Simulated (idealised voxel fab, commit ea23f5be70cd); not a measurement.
Process module under the name voxel self aligned vias
Square cell edge 5 nm, section width 265 nm, ID cut.
Think of the cross-section as a grid of square cells. We describe it in bands, top to bottom, and each band covers one or more rows of those cells.
The band entry comprises the height of the band's top followed by the height of its bottom, expressed in nm, and subsequently the band's materials from left to right, each stated together with its width in nm. Where a single material is marked with the word "everywhere", that material fills the band from edge to edge. The word "empty" represents empty space.
Heights are expressed relative to 0, this being the level below which the as-received wafer comprises one material exclusively. The lowest band is unbounded in the downward direction and is denoted as in "from 0 down".
Width: "30 to 40" (first number = top row, second number = bottom row, same change from row to row of cells).
The designation "nothing altered", where it is given for a processing step, indicates that no cell of the cross-section was altered in the course of that step.
Empty spaces without an open route to the top, at least 8 cells in extent, make up the entry "Sealed internal voids"; each is given as width x height at distance, where the distance is measured from the left edge, and all are in nm.
The remark found on a step's line after its settings is issued by the simulator itself and pertains to that step.
"overlay nm", when on a step's line for a step with a mask, measures how far to the right of its planned place the mask lay; a negative measure means to the left.
### Steps planned for the process
1,RECEIVE,material Si
2,CONFORMAL_DEP,material SiO2,thk nm 15
3,CONFORMAL_DEP,material SiCN,thk nm 5
4,DIRECTIONAL_DEP,material lowk,thk nm 25
5,DIRECTIONAL_DEP,material aC,thk nm 15
6,PATTERN,tone open,mask id LINES,material resist,width nm 20,pitch nm 60,thk nm 35,overlay nm 0
7,DIRECTIONAL_ETCH,etch materials aC,depth nm 15
8,STRIP,etch materials resist
9,DIRECTIONAL_ETCH,etch materials lowk,depth nm 25
10,STRIP,etch materials aC
11,CONFORMAL_DEP,material TiN,thk nm 5
12,FILL_DEP,material W,thk nm 5
13,CMP,height nm 45
14,SELECTIVE_ETCH,etch materials W Ru TiN,depth nm 10
15,FILL_DEP,material SiN,thk nm 10
16,CMP,height nm 45
17,DIRECTIONAL_DEP,material lowk,thk nm 15
18,DIRECTIONAL_DEP,material aC,thk nm 15
19,PATTERN,tone open,mask id VIAS,material resist,width nm 30,pitch nm 60,thk nm 35,overlay nm 0
20,DIRECTIONAL_ETCH,etch materials aC,depth nm 15
21,STRIP,etch materials resist
22,DIRECTIONAL_ETCH,etch materials lowk,depth nm 15
23,DIRECTIONAL_ETCH,etch materials SiN,depth nm 10
24,STRIP,etch materials aC
25,CONFORMAL_DEP,material TiN,thk nm 5
26,FILL_DEP,material W,thk nm 10
27,CMP,height nm 60
28,CONFORMAL_DEP,material SiN,thk nm 5
### As-received wafer cross-section (after step 1)
    from 0 down | Si everywhere
    Sealed internal voids: none
### Module complete - cross-section of the first of two wafers, run according to plan
    from 65 to 60 | SiN everywhere
    from 60 to 50 | lowk 55 / TiN 5 / W 20 / TiN 5 / lowk 30 / TiN 5 / W 20 / TiN 5 / lowk 30 / TiN 5 / W 20 / TiN 5 / lowk 60
    from 50 to 40 | lowk 55 to 60 / TiN 10 to 5 / W 10 / TiN 10 to 5 / lowk 30 to 40 / TiN 10 to 5 / W 10 / TiN 10 to 5 / lowk 30 to 40 / TiN 10 to 5 / W 10 / TiN 10 to 5 / lowk 60 to 65
    from 40 to 35 | lowk 60 / TiN 20 / lowk 40 / TiN 20 / lowk 40 / TiN 20 / lowk 65
    from 35 to 25 | lowk 60 / TiN 5 / W 10 / TiN 5 / lowk 40 / TiN 5 / W 10 / TiN 5 / lowk 40 / TiN 5 / W 10 / TiN 5 / lowk 65
    from 25 to 20 | lowk 60 / TiN 20 / lowk 40 / TiN 20 / lowk 40 / TiN 20 / lowk 65
    from 20 to 15 | SiCN everywhere
    from 15 to 0 | SiO2 everywhere
    from 0 down | Si everywhere
    Sealed internal voids: none
### Wafer two, end of module, cross-section. Same start, same plan as wafer one. One mistake in the run
    from 65 to 60 | SiN everywhere
    from 60 to 50 | lowk 55 / TiN 5 / W 20 / TiN 5 / lowk 30 / TiN 5 / W 20 / TiN 5 / lowk 30 / TiN 5 / W 20 / TiN 5 / lowk 60
    from 50 to 45 | lowk 55 / TiN 5 / W 5 / TiN 20 / lowk 30 / TiN 5 / W 5 / TiN 20 / lowk 30 / TiN 5 / W 5 / TiN 20 / lowk 60
    from 45 to 40 | lowk 50 / SiN 5 / TiN 5 / W 5 / TiN 5 / lowk 40 / SiN 5 / TiN 5 / W 5 / TiN 5 / lowk 40 / SiN 5 / TiN 5 / W 5 / TiN 5 / lowk 75
    from 40 to 35 | lowk 50 / SiN 5 / TiN 15 / lowk 40 / SiN 5 / TiN 15 / lowk 40 / SiN 5 / TiN 15 / lowk 75
    from 35 to 25 | lowk 50 / TiN 5 / W 10 / TiN 5 / lowk 40 / TiN 5 / W 10 / TiN 5 / lowk 40 / TiN 5 / W 10 / TiN 5 / lowk 75
    from 25 to 20 | lowk 50 / TiN 20 / lowk 40 / TiN 20 / lowk 40 / TiN 20 / lowk 75
    from 20 to 15 | SiCN everywhere
    from 15 to 0 | SiO2 everywhere
    from 0 down | Si everywhere
    Sealed internal voids: none
Error vs. plan: step 6 went in with a setting other than planned; the actual run was PATTERN,tone open,mask id LINES,material resist,width nm 20,pitch nm 60,thk nm 35,overlay nm -10
End check, counted in cells, second wafer has more or fewer of these materials than the first: SiN +6; W -6
